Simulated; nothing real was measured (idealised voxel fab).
process module | voxel wiring stack
cross-section cut | 205 nm wide | cells 5 nm
A cross-section is a grid of square cells, given in bands from the top down. A band is one or more rows of cells.
Each band's line starts with the height of the band's top and of its bottom, in nm. Then come its materials from left to right, each with its width in nm. One material with "throughout" fills the band from edge to edge. "air" is empty space.
Height 0 is the level under which the wafer as received is all one material. The lowest band goes on downwards, as in "0 down".
A width such as "30 to 40" changes by the same amount from each row of cells to the next, from the band's top row to its bottom row.
"no change" after a step means that no cell of the cross-section changed.
closed voids: empty space of 8 cells or more with no open way to the top, each as width x height at its distance from the left edge, in nm
after a step's settings: what the simulator itself notes on the step
overlay nm, on a step with a mask: how far to the right of its planned place the mask lay; to the left if negative
plan
1 op RECEIVE | material Si
2 op CONFORMAL_DEP | material SiO2 | thk nm 15
3 op DIRECTIONAL_DEP | material TiN | thk nm 5
4 op DIRECTIONAL_DEP | material W | thk nm 20
5 op PATTERN | tone cover | mask id METAL_1 | material resist | width nm 30 | pitch nm 45 | thk nm 15 | overlay nm 0
6 op DIRECTIONAL_ETCH | etch materials W | depth nm 20
7 op DIRECTIONAL_ETCH | etch materials TiN | depth nm 5
8 op STRIP | etch materials resist
9 op FILL_DEP | material lowk | thk nm 10
10 op CMP | height nm 40
11 op CONFORMAL_DEP | material SiCN | thk nm 5
12 op DIRECTIONAL_DEP | material lowk | thk nm 15
13 op DIRECTIONAL_DEP | material aC | thk nm 15
14 op PATTERN | tone open | mask id PLUG_1 | material resist | width nm 15 | pitch nm 45 | thk nm 30 | overlay nm 0
15 op DIRECTIONAL_ETCH | etch materials aC | depth nm 15
16 op STRIP | etch materials resist
17 op DIRECTIONAL_ETCH | etch materials lowk | depth nm 15
18 op DIRECTIONAL_ETCH | etch materials SiCN | depth nm 5
19 op STRIP | etch materials aC
20 op EPI | material Ru | thk nm 10
21 op EPI | material Ru | thk nm 10
22 op DIRECTIONAL_DEP | material TiN | thk nm 5
23 op DIRECTIONAL_DEP | material Ru | thk nm 25
24 op PATTERN | tone cover | mask id METAL_2 | material resist | width nm 20 | pitch nm 45 | thk nm 15 | overlay nm 0
25 op DIRECTIONAL_ETCH | etch materials Ru | depth nm 25
26 op DIRECTIONAL_ETCH | etch materials TiN | depth nm 5
27 op STRIP | etch materials resist
28 op FILL_DEP | material SiO2 | thk nm 10
29 op CMP | height nm 90
30 op CONFORMAL_DEP | material SiCN | thk nm 5
31 op DIRECTIONAL_DEP | material SiO2 | thk nm 15
32 op DIRECTIONAL_DEP | material aC | thk nm 15
33 op PATTERN | tone open | mask id PLUG_2 | material resist | width nm 15 | pitch nm 90 | thk nm 35 | overlay nm 0
34 op DIRECTIONAL_ETCH | etch materials aC | depth nm 15
35 op STRIP | etch materials resist
36 op DIRECTIONAL_ETCH | etch materials SiO2 | depth nm 15
37 op DIRECTIONAL_ETCH | etch materials SiCN | depth nm 5
38 op STRIP | etch materials aC
39 op CONFORMAL_DEP | material TiN | thk nm 5
40 op FILL_DEP | material Ru | thk nm 5
41 op CMP | height nm 110
42 op DIRECTIONAL_DEP | material TiN | thk nm 5
43 op DIRECTIONAL_DEP | material Ru | thk nm 15
44 op MASKED_ETCH | tone cover | mask id METAL_3 | width nm 30 | pitch nm 45 | etch materials Ru | depth nm 15 | overlay nm 0
45 op MASKED_ETCH | tone cover | mask id METAL_3 | width nm 30 | pitch nm 45 | etch materials TiN | depth nm 5 | overlay nm 0
46 op CONFORMAL_DEP | material SiCN | thk nm 5
47 op FILL_DEP | material SiO2 | thk nm 5
48 op CMP | height nm 130
49 op CONFORMAL_DEP | material SiN | thk nm 5
varied across the wafers: width nm of step 24. The plan shows the first wafer's value. All wafers start alike
first wafer as received, after step 1
  0 down: Si throughout
  closed voids: none
each wafer at the end: cells of each material gained (+) or lost (-) since it was received, then its closed voids
width nm 20 | +206 Ru | +105 SiCN | +41 SiN | +405 SiO2 | +82 TiN | +96 W | +172 lowk | closed voids: none
width nm 25 | +226 Ru | +105 SiCN | +41 SiN | +381 SiO2 | +86 TiN | +96 W | +172 lowk | closed voids: none
width nm 30 | +246 Ru | +105 SiCN | +41 SiN | +357 SiO2 | +90 TiN | +96 W | +172 lowk | closed voids: none
